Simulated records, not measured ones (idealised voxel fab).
You're looking at the process module voxel transistor to metal.
This is section cut - it's 180 nm across, gridded in 5 nm square cells.
Throughout this document, each cross-section is represented as a grid of square cells and is presented as a sequence of bands enumerated from the top downward, where a band comprises one or more rows of cells. The entry gives the band's vertical extent as a top height and a bottom height in nm, then its horizontal make-up as materials from left to right, each with a width in nm. "air" stands for empty space; a single material marked "all across" fills the band edge to edge. All heights in this document are referenced to 0, defined as the level beneath which the wafer, as received, consists entirely of one material. The lowest band is not bounded below; it extends indefinitely downward and is written in the form "from 0 down". So if you see something like "30..40" for the width, read it as the top row of the band sitting at the first number and the bottom row at the second, with every row in between moving by the same amount as the last. Where the words "no alteration" appear for a step, the cross-section shows no cell changed by that step; every cell remained as before. Listed in "Fully sealed voids": every empty space of 8 or more cells without an open way to the top. Form: width x height at distance, the distance being from the left edge, all in nm. If you see something after the settings on a step's line, that's the simulator's own remark about that step. When a step includes a mask, the "overlay nm" setting on its line states how far to the right of its planned place that mask lay, and negative values state how far to the left.
PLAN
1 RECEIVE (material Si)
2 OXIDIZE (depth nm 5)
3 CONFORMAL_DEP (material SiN; thk nm 15)
4 PATTERN (tone cover; mask id ACTIVE; material resist; width nm 115; thk nm 15; overlay nm 0)
5 DIRECTIONAL_ETCH (etch materials SiN; depth nm 15)
6 DIRECTIONAL_ETCH (etch materials SiO2; depth nm 5)
7 DIRECTIONAL_ETCH (etch materials Si; depth nm 25)
8 STRIP (etch materials resist)
9 OXIDIZE (depth nm 5)
10 FILL_DEP (material SiO2; thk nm 15)
11 CMP (height nm 15)
12 SELECTIVE_ETCH (etch materials SiO2; depth nm 10)
13 STRIP (etch materials SiN)
14 SELECTIVE_ETCH (etch materials SiO2; depth nm 5)
15 OXIDIZE (depth nm 5)
16 DIRECTIONAL_DEP (material polySi; thk nm 30)
17 DIRECTIONAL_DEP (material SiCN; thk nm 10)
18 PATTERN (tone cover; mask id GATE; material resist; width nm 25; thk nm 15; overlay nm 0)
19 DIRECTIONAL_ETCH (etch materials SiCN; depth nm 20)
20 DIRECTIONAL_ETCH (etch materials polySi; depth nm 40)
21 STRIP (etch materials resist)
22 CONFORMAL_DEP (material SiN; thk nm 5)
23 DIRECTIONAL_ETCH (etch materials SiN; depth nm 5)
24 DIRECTIONAL_ETCH (etch materials SiO2; depth nm 5)
25 DIRECTIONAL_ETCH (etch materials Si; depth nm 10)
26 EPI (material nSi; thk nm 10)
27 FILL_DEP (material SiO2; thk nm 10)
28 CMP (height nm 25)
29 STRIP (etch materials polySi)
30 SELECTIVE_ETCH (etch materials SiO2; depth nm 5)
31 CONFORMAL_DEP (material HfO2; thk nm 5)
32 CONFORMAL_DEP (material TiN; thk nm 5)
33 FILL_DEP (material W; thk nm 5)
34 CMP (height nm 20)
35 DIRECTIONAL_DEP (material SiO2; thk nm 15)
36 DIRECTIONAL_DEP (material aC; thk nm 15)
37 PATTERN (tone open; mask id CONTACT; material resist; width nm 20; pitch nm 85; thk nm 30; overlay nm 0)
38 DIRECTIONAL_ETCH (etch materials aC; depth nm 15)
39 STRIP (etch materials resist)
40 DIRECTIONAL_ETCH (etch materials SiO2; depth nm 45)
41 STRIP (etch materials aC)
42 CONFORMAL_DEP (material TiN; thk nm 5)
43 FILL_DEP (material Ru; thk nm 5)
44 CMP (height nm 35)
45 CONFORMAL_DEP (material SiCN; thk nm 5)
46 DIRECTIONAL_DEP (material lowk; thk nm 20)
47 DIRECTIONAL_DEP (material aC; thk nm 15)
48 PATTERN (tone open; mask id METAL_1; material resist; width nm 20; pitch nm 85; thk nm 35; overlay nm 0)
49 DIRECTIONAL_ETCH (etch materials aC; depth nm 15)
50 STRIP (etch materials resist)
51 DIRECTIONAL_ETCH (etch materials lowk; depth nm 20)
52 DIRECTIONAL_ETCH (etch materials SiCN; depth nm 5)
53 STRIP (etch materials aC)
54 CONFORMAL_DEP (material TiN; thk nm 5)
55 FILL_DEP (material Ru; thk nm 10)
56 CMP (height nm 60)
57 CONFORMAL_DEP (material SiCN; thk nm 5)
58 DIRECTIONAL_DEP (material SiO2; thk nm 30)
59 MASKED_ETCH (tone open; mask id METAL_2_HOLES; width nm 15; pitch nm 85; etch materials SiO2; depth nm 30; overlay nm 0)
60 DIRECTIONAL_DEP (material aC; thk nm 10)
61 PATTERN (tone open; mask id METAL_2; material resist; width nm 20; pitch nm 85; thk nm 30; overlay nm 0)
62 DIRECTIONAL_ETCH (etch materials aC; depth nm 10)
63 STRIP (etch materials resist)
64 DIRECTIONAL_ETCH (etch materials SiO2; depth nm 15)
65 DIRECTIONAL_ETCH (etch materials SiCN; depth nm 5)
66 STRIP (etch materials aC)
67 CONFORMAL_DEP (material TiN; thk nm 5)
68 FILL_DEP (material Cu; thk nm 10)
69 CMP (height nm 95)
70 CONFORMAL_DEP (material SiCN; thk nm 5)
AS-RECEIVED STATE OF THE WAFER IN CROSS-SECTION, EQUIVALENT TO POST-STEP 1
- from 0 down  Si all across
- Fully sealed voids: none
END-OF-MODULE CROSS-SECTION. STARTING STRUCTURE AND PROCESS PLAN AS ABOVE; ONE MISTAKE MADE IN RUNNING IT
- from 100 to 95  SiCN all across
- from 95 to 85  35 nm SiO2 | 5 nm TiN | 10 nm Cu | 5 nm TiN | 65 nm SiO2 | 5 nm TiN | 10 nm Cu | 5 nm TiN | 40 nm SiO2
- from 85 to 80  35 nm SiO2 | 5 nm TiN | 5 nm Cu | 10 nm TiN | 65 nm SiO2 | 5 nm TiN | 5 nm Cu | 10 nm TiN | 40 nm SiO2
- from 80 to 65  35 nm SiO2 | 5 nm TiN | 5 nm Cu | 5 nm TiN | 70 nm SiO2 | 5 nm TiN | 5 nm Cu | 5 nm TiN | 45 nm SiO2
- from 65 to 60  35 nm SiCN | 15 nm TiN | 70 nm SiCN | 15 nm TiN | 45 nm SiCN
- from 60 to 40  35 nm lowk | 5 nm TiN | 10 nm Ru | 5 nm TiN | 65 nm lowk | 5 nm TiN | 10 nm Ru | 5 nm TiN | 40 nm lowk
- from 40 to 35  35 nm SiCN | 20 nm TiN | 65 nm SiCN | 20 nm TiN | 40 nm SiCN
- from 35 to 25  30 nm Ru | 5 nm TiN | 20 nm SiO2 | 5 nm TiN | 55 nm Ru | 5 nm TiN | 20 nm SiO2 | 5 nm TiN | 35 nm Ru
- from 25 to 20  30 nm Ru | 5 nm TiN | 20 nm SiO2 | 5 nm TiN | 5 nm Ru | 45 nm TiN | 5 nm Ru | 5 nm TiN | 20 nm SiO2 | 5 nm TiN | 35 nm Ru
- from 20 to 5  30 nm Ru | 5 nm TiN | 20 nm SiO2 | 5 nm TiN | 5 nm Ru | 5 nm TiN | 5 nm SiN | 5 nm HfO2 | 5 nm TiN | 5 nm W | 5 nm TiN | 5 nm HfO2 | 5 nm SiN | 5 nm TiN | 5 nm Ru | 5 nm TiN | 20 nm SiO2 | 5 nm TiN | 35 nm Ru
- from 5 to 0  20 nm Ru | 15 nm TiN | 20 nm SiO2 | 15 nm TiN | 5 nm SiN | 5 nm HfO2 | 5 nm TiN | 5 nm W | 5 nm TiN | 5 nm HfO2 | 5 nm SiN | 15 nm TiN | 20 nm SiO2 | 15 nm TiN | 25 nm Ru
- from 0 to -5  20 nm Ru | 5 nm TiN | 5 nm SiN | 5 nm TiN | 20 nm SiO2 | 5 nm TiN | 10 nm nSi | 5 nm SiN | 5 nm HfO2 | 15 nm TiN | 5 nm HfO2 | 5 nm SiN | 10 nm nSi | 5 nm TiN | 20 nm SiO2 | 5 nm TiN | 5 nm SiN | 5 nm TiN | 25 nm Ru
- from -5 to -10  25 nm TiN | 5 nm SiO2 | 5 nm TiN | 20 nm SiO2 | 5 nm TiN | 10 nm nSi | 35 nm HfO2 | 10 nm nSi | 5 nm TiN | 20 nm SiO2 | 5 nm TiN | 5 nm SiO2 | 30 nm TiN
- from -10 to -20  35 nm SiO2 | 35 nm nSi | 35 nm Si | 35 nm nSi | 40 nm SiO2
- from -20 to -35  35 nm SiO2 | 105 nm Si | 40 nm SiO2
- from -35 down  Si all across
- Fully sealed voids: none
Want to know what went wrong? heads up, step 37 didn't go per plan, it actually ran as PATTERN (tone cover; mask id CONTACT; material resist; width nm 20; pitch nm 85; thk nm 30; overlay nm 0)
